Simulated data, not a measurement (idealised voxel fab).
Name of the process module below: voxel trench capacitor
Shown is cross-section cut, with a width of 235 nm and square cells of size 5 nm.
We lay out every cross-section as a grid of square cells and spell it out in bands from the top down, where one band means one or more rows of cells. In this notation a band is specified by the heights of its top and bottom, in that order and in nm, after which its materials appear from left to right, each paired with its width in nm. The word "throughout" attached to a single material means that material fills the band from edge to edge; the word "empty" stands for empty space. Beneath 0, the wafer as received is one material, and that level is where height counting begins. The lowest band goes on downward without a bottom; it is written like "z 0 and below". The expression "30->40" gives the width at the extremes of the band, the first number at its top row of cells and the second at its bottom row, with the width changing by equal amounts from each row to the next in between. You'll sometimes find "remained the same" written for a step, and that's the way of saying that nowhere in the cross-section did a cell change during that step. Listed in "Voids, sealed": every empty space of 8 or more cells without an open way to the top. Form: width x height at distance, the distance being from the left edge, all in nm. What comes after the settings on a step's line is commentary from the simulator itself on that step. If you see "overlay nm" on a step's line and that step has a mask, it's telling you how far right of where it was planned the mask ended up; a negative number means it went left instead.

[Planned step list for the process]
1: RECEIVE [material Si]
2: CONFORMAL_DEP [material SiN] [thk nm 10]
3: MASKED_ETCH [tone open] [mask id TRENCH] [width nm 15] [pitch nm 45] [etch materials SiN] [depth nm 10] [overlay nm 0]
4: MASKED_ETCH [tone open] [mask id TRENCH] [width nm 15] [pitch nm 45] [etch materials Si] [depth nm 25] [overlay nm 0]
5: CONFORMAL_DEP [material SiO2] [thk nm 5]
6: FILL_DEP [material polySi] [thk nm 5]
7: CMP [height nm 10]

[Cross-section, incoming material, after step 1]
  z 0 and below | Si throughout
  Voids, sealed: none

[Result of the module, cross-sectioned: start per above, plan per above, one error in how it was run]
  z 10 to 5 | polySi throughout
  z 5 to 0 | SiO2: 90 / polySi: 5 / SiO2: 40 / polySi: 5 / SiO2: 95
  z 0 to -20 | Si: 85 / SiO2: 5 / polySi: 5 / SiO2: 5 / Si: 30 / SiO2: 5 / polySi: 5 / SiO2: 5 / Si: 90
  z -20 to -25 | Si: 85 / SiO2: 15 / Si: 30 / SiO2: 15 / Si: 90
  z -25 and below | Si throughout
  Voids, sealed: none
Diagnosis: step 2 in the plan did not get run; it was skipped
